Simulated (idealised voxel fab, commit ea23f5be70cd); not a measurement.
Module name: voxel self aligned vias (process module)
Pictured: cross-section cut, 240 nm wide, on a grid of 5 nm square cells.
Bands, listed from the top down, are how a cross-section gets written in this document; the cross-section itself is a grid of square cells, and a band is one or more rows of them. Heights first: top, then bottom, in nm. Then materials, left to right, each with a width in nm. "everywhere" on a single material: fills the band edge to edge. "empty": empty space. Heights are expressed relative to 0, this being the level below which the as-received wafer comprises one material exclusively. The lowest band is unbounded in the downward direction and is denoted as in "top 0, no bottom". Graded width ("30 to 40"): value in top row of band = first number; value in bottom row = second number; row-to-row change constant. A step reported as "nothing different" is a step in which no cell of the cross-section changed. What "Voids, fully enclosed" gives you is every empty space of 8 cells or more that is cut off from the top. Each appears as width x height at distance, with the distance taken from the left edge and width, height and distance all in nm. Read whatever lies past the settings on a step's line as the simulator's own remark about the step. A step's line can hold "overlay nm"; with a mask on that step, the setting says how far right of the planned place the mask lay, while a negative setting says it lay to the left.
### plan
1) RECEIVE [material Si]
2) CONFORMAL_DEP [material SiO2] [thk nm 15]
3) CONFORMAL_DEP [material SiCN] [thk nm 5]
4) DIRECTIONAL_DEP [material SiO2] [thk nm 30]
5) DIRECTIONAL_DEP [material aC] [thk nm 10]
6) PATTERN [tone open] [mask id LINES] [material resist] [width nm 20] [pitch nm 50] [thk nm 30] [overlay nm 0]
7) DIRECTIONAL_ETCH [etch materials aC] [depth nm 10]
8) STRIP [etch materials resist]
9) DIRECTIONAL_ETCH [etch materials SiO2] [depth nm 30]
10) STRIP [etch materials aC]
11) CONFORMAL_DEP [material TiN] [thk nm 5]
12) FILL_DEP [material Ru] [thk nm 5]
13) CMP [height nm 50]
14) SELECTIVE_ETCH [etch materials W Ru TiN] [depth nm 5]
15) FILL_DEP [material SiN] [thk nm 5]
16) CMP [height nm 50]
17) DIRECTIONAL_DEP [material SiO2] [thk nm 20]
18) PATTERN [tone open] [mask id VIAS] [material resist] [width nm 30] [pitch nm 100] [thk nm 20] [overlay nm 0]
19) DIRECTIONAL_ETCH [etch materials SiO2] [depth nm 20]
20) DIRECTIONAL_ETCH [etch materials SiN] [depth nm 5]
21) STRIP [etch materials resist]
22) CONFORMAL_DEP [material TiN] [thk nm 5]
23) FILL_DEP [material Cu] [thk nm 5]
24) CMP [height nm 70]
25) CONFORMAL_DEP [material SiN] [thk nm 5]
### Of two wafers, the first: run according to plan
### Cross-section, incoming material, after step 1
> top 0, no bottom | Si everywhere
> Voids, fully enclosed: none
### Upon completion of step 2, the wafer appears in cross-section as shown
> top 15, bottom 0 | SiO2 everywhere
> Whatever lies below 0 is exactly as it was before.
### Upon completion of step 3, the wafer appears in cross-section as shown
> top 20, bottom 15 | SiCN everywhere
> Whatever lies below 15 is exactly as it was before.
### Upon completion of step 4, the wafer appears in cross-section as shown
> top 50, bottom 20 | SiO2 everywhere
> Whatever lies below 20 is exactly as it was before.
### Upon completion of step 5, the wafer appears in cross-section as shown
> top 60, bottom 50 | aC everywhere
> Whatever lies below 50 is exactly as it was before.
### Upon completion of step 6, the wafer appears in cross-section as shown
> top 90, bottom 60 | 60 resist  20 empty  30 resist  20 empty  30 resist  20 empty  60 resist
> Whatever lies below 60 is exactly as it was before.
### Upon completion of step 7, the wafer appears in cross-section as shown
> top 80, bottom 60 | 60 resist  20 empty  30 resist  20 empty  30 resist  20 empty  60 resist
> top 60, bottom 50 | 60 aC  20 empty  30 aC  20 empty  30 aC  20 empty  60 aC
> Whatever lies below 50 is exactly as it was before.
### Upon completion of step 8, the wafer appears in cross-section as shown
> top 60, bottom 50 | 60 aC  20 empty  30 aC  20 empty  30 aC  20 empty  60 aC
> Whatever lies below 50 is exactly as it was before.
### Upon completion of step 9, the wafer appears in cross-section as shown
> top 60, bottom 50 | 60 aC  20 empty  30 aC  20 empty  30 aC  20 empty  60 aC
> top 50, bottom 20 | 60 SiO2  20 empty  30 SiO2  20 empty  30 SiO2  20 empty  60 SiO2
> Whatever lies below 20 is exactly as it was before.
### Upon completion of step 10, the wafer appears in cross-section as shown
> top 50, bottom 20 | 60 SiO2  20 empty  30 SiO2  20 empty  30 SiO2  20 empty  60 SiO2
> Whatever lies below 20 is exactly as it was before.
### Upon completion of step 11, the wafer appears in cross-section as shown
> top 55, bottom 50 | 65 TiN  10 empty  40 TiN  10 empty  40 TiN  10 empty  65 TiN
> top 50, bottom 25 | 60 SiO2  5 TiN  10 empty  5 TiN  30 SiO2  5 TiN  10 empty  5 TiN  30 SiO2  5 TiN  10 empty  5 TiN  60 SiO2
> top 25, bottom 20 | 60 SiO2  20 TiN  30 SiO2  20 TiN  30 SiO2  20 TiN  60 SiO2
> Whatever lies below 20 is exactly as it was before.
### Upon completion of step 12, the wafer appears in cross-section as shown
> top 60, bottom 55 | Ru everywhere
> top 55, bottom 50 | 65 TiN  10 Ru  40 TiN  10 Ru  40 TiN  10 Ru  65 TiN
> top 50, bottom 25 | 60 SiO2  5 TiN  10 Ru  5 TiN  30 SiO2  5 TiN  10 Ru  5 TiN  30 SiO2  5 TiN  10 Ru  5 TiN  60 SiO2
> Whatever lies below 25 is exactly as it was before.
### Upon completion of step 13, the wafer appears in cross-section as shown
> top 50, bottom 25 | 60 SiO2  5 TiN  10 Ru  5 TiN  30 SiO2  5 TiN  10 Ru  5 TiN  30 SiO2  5 TiN  10 Ru  5 TiN  60 SiO2
> Whatever lies below 25 is exactly as it was before.
### Upon completion of step 14, the wafer appears in cross-section as shown
> top 50, bottom 45 | 60 SiO2  20 empty  30 SiO2  20 empty  30 SiO2  20 empty  60 SiO2
> Whatever lies below 45 is exactly as it was before.
### Upon completion of step 15, the wafer appears in cross-section as shown
> top 55, bottom 50 | SiN everywhere
> top 50, bottom 45 | 60 SiO2  20 SiN  30 SiO2  20 SiN  30 SiO2  20 SiN  60 SiO2
> Whatever lies below 45 is exactly as it was before.
### Upon completion of step 16, the wafer appears in cross-section as shown
> top 50, bottom 45 | 60 SiO2  20 SiN  30 SiO2  20 SiN  30 SiO2  20 SiN  60 SiO2
> Whatever lies below 45 is exactly as it was before.
### Upon completion of step 17, the wafer appears in cross-section as shown
> top 70, bottom 50 | SiO2 everywhere
> Whatever lies below 50 is exactly as it was before.
### Upon completion of step 18, the wafer appears in cross-section as shown
> top 90, bottom 70 | 55 resist  30 empty  70 resist  30 empty  55 resist
> Whatever lies below 70 is exactly as it was before.
### Upon completion of step 19, the wafer appears in cross-section as shown
> top 90, bottom 70 | 55 resist  30 empty  70 resist  30 empty  55 resist
> top 70, bottom 50 | 55 SiO2  30 empty  70 SiO2  30 empty  55 SiO2
> Whatever lies below 50 is exactly as it was before.
### Upon completion of step 20, the wafer appears in cross-section as shown
> top 90, bottom 70 | 55 resist  30 empty  70 resist  30 empty  55 resist
> top 70, bottom 50 | 55 SiO2  30 empty  70 SiO2  30 empty  55 SiO2
> top 50, bottom 45 | 60 SiO2  20 empty  30 SiO2  20 SiN  30 SiO2  20 empty  60 SiO2
> Whatever lies below 45 is exactly as it was before.
### Upon completion of step 21, the wafer appears in cross-section as shown
> top 70, bottom 50 | 55 SiO2  30 empty  70 SiO2  30 empty  55 SiO2
> Whatever lies below 50 is exactly as it was before.
### Upon completion of step 22, the wafer appears in cross-section as shown
> top 75, bottom 70 | 60 TiN  20 empty  80 TiN  20 empty  60 TiN
> top 70, bottom 55 | 55 SiO2  5 TiN  20 empty  5 TiN  70 SiO2  5 TiN  20 empty  5 TiN  55 SiO2
> top 55, bottom 50 | 55 SiO2  10 TiN  10 empty  10 TiN  70 SiO2  10 TiN  10 empty  10 TiN  55 SiO2
> top 50, bottom 45 | 60 SiO2  20 TiN  30 SiO2  20 SiN  30 SiO2  20 TiN  60 SiO2
> Whatever lies below 45 is exactly as it was before.
### Upon completion of step 23, the wafer appears in cross-section as shown
> top 80, bottom 75 | Cu everywhere
> top 75, bottom 70 | 60 TiN  20 Cu  80 TiN  20 Cu  60 TiN
> top 70, bottom 55 | 55 SiO2  5 TiN  20 Cu  5 TiN  70 SiO2  5 TiN  20 Cu  5 TiN  55 SiO2
> top 55, bottom 50 | 55 SiO2  10 TiN  10 Cu  10 TiN  70 SiO2  10 TiN  10 Cu  10 TiN  55 SiO2
> Whatever lies below 50 is exactly as it was before.
### Upon completion of step 24, the wafer appears in cross-section as shown
> top 70, bottom 55 | 55 SiO2  5 TiN  20 Cu  5 TiN  70 SiO2  5 TiN  20 Cu  5 TiN  55 SiO2
> Whatever lies below 55 is exactly as it was before.
### Upon completion of step 25, the wafer appears in cross-section as shown
> top 75, bottom 70 | SiN everywhere
> Whatever lies below 70 is exactly as it was before.
### Wafer two of the pair: same origin, same plan, one error during the run; identical to wafer one up to and including step 18
### when step 19 should have ended
> top 90, bottom 70 | 55 resist  30 empty  70 resist  30 empty  55 resist
> top 70, bottom 50 | 55 SiO2  30 empty  70 SiO2  30 empty  55 SiO2
> top 50, bottom 45 | 55 SiO2  5 empty  20 SiN  5 empty  25 SiO2  20 SiN  25 SiO2  5 empty  20 SiN  5 empty  55 SiO2
> top 45, bottom 30 | 55 SiO2  5 empty  5 TiN  10 Ru  5 TiN  5 empty  25 SiO2  5 TiN  10 Ru  5 TiN  25 SiO2  5 empty  5 TiN  10 Ru  5 TiN  5 empty  55 SiO2
> Whatever lies below 30 is exactly as it was before.
### when step 20 should have ended
> top 90, bottom 70 | 55 resist  30 empty  70 resist  30 empty  55 resist
> top 70, bottom 50 | 55 SiO2  30 empty  70 SiO2  30 empty  55 SiO2
> top 50, bottom 45 | 55 SiO2  30 empty  25 SiO2  20 SiN  25 SiO2  30 empty  55 SiO2
> Whatever lies below 45 is exactly as it was before.
### when step 21 should have ended
> top 70, bottom 50 | 55 SiO2  30 empty  70 SiO2  30 empty  55 SiO2
> Whatever lies below 50 is exactly as it was before.
### when step 22 should have ended
> top 75, bottom 70 | 60 TiN  20 empty  80 TiN  20 empty  60 TiN
> top 70, bottom 50 | 55 SiO2  5 TiN  20 empty  5 TiN  70 SiO2  5 TiN  20 empty  5 TiN  55 SiO2
> top 50, bottom 45 | 55 SiO2  30 TiN  25 SiO2  20 SiN  25 SiO2  30 TiN  55 SiO2
> top 45, bottom 30 | 55 SiO2  10 TiN  10 Ru  10 TiN  25 SiO2  5 TiN  10 Ru  5 TiN  25 SiO2  10 TiN  10 Ru  10 TiN  55 SiO2
> Whatever lies below 30 is exactly as it was before.
### when step 23 should have ended
> top 80, bottom 75 | Cu everywhere
> top 75, bottom 70 | 60 TiN  20 Cu  80 TiN  20 Cu  60 TiN
> top 70, bottom 50 | 55 SiO2  5 TiN  20 Cu  5 TiN  70 SiO2  5 TiN  20 Cu  5 TiN  55 SiO2
> Whatever lies below 50 is exactly as it was before.
### when step 24 should have ended
> top 70, bottom 50 | 55 SiO2  5 TiN  20 Cu  5 TiN  70 SiO2  5 TiN  20 Cu  5 TiN  55 SiO2
> Whatever lies below 50 is exactly as it was before.
### when step 25 should have ended
> top 75, bottom 70 | SiN everywhere
> Whatever lies below 70 is exactly as it was before.
Processing error: step 19 from the plan got run twice
Looking at both finished wafers in cells, the second ends up ahead of or behind the first on some materials: Cu +4 | SiO2 -16 | TiN +12
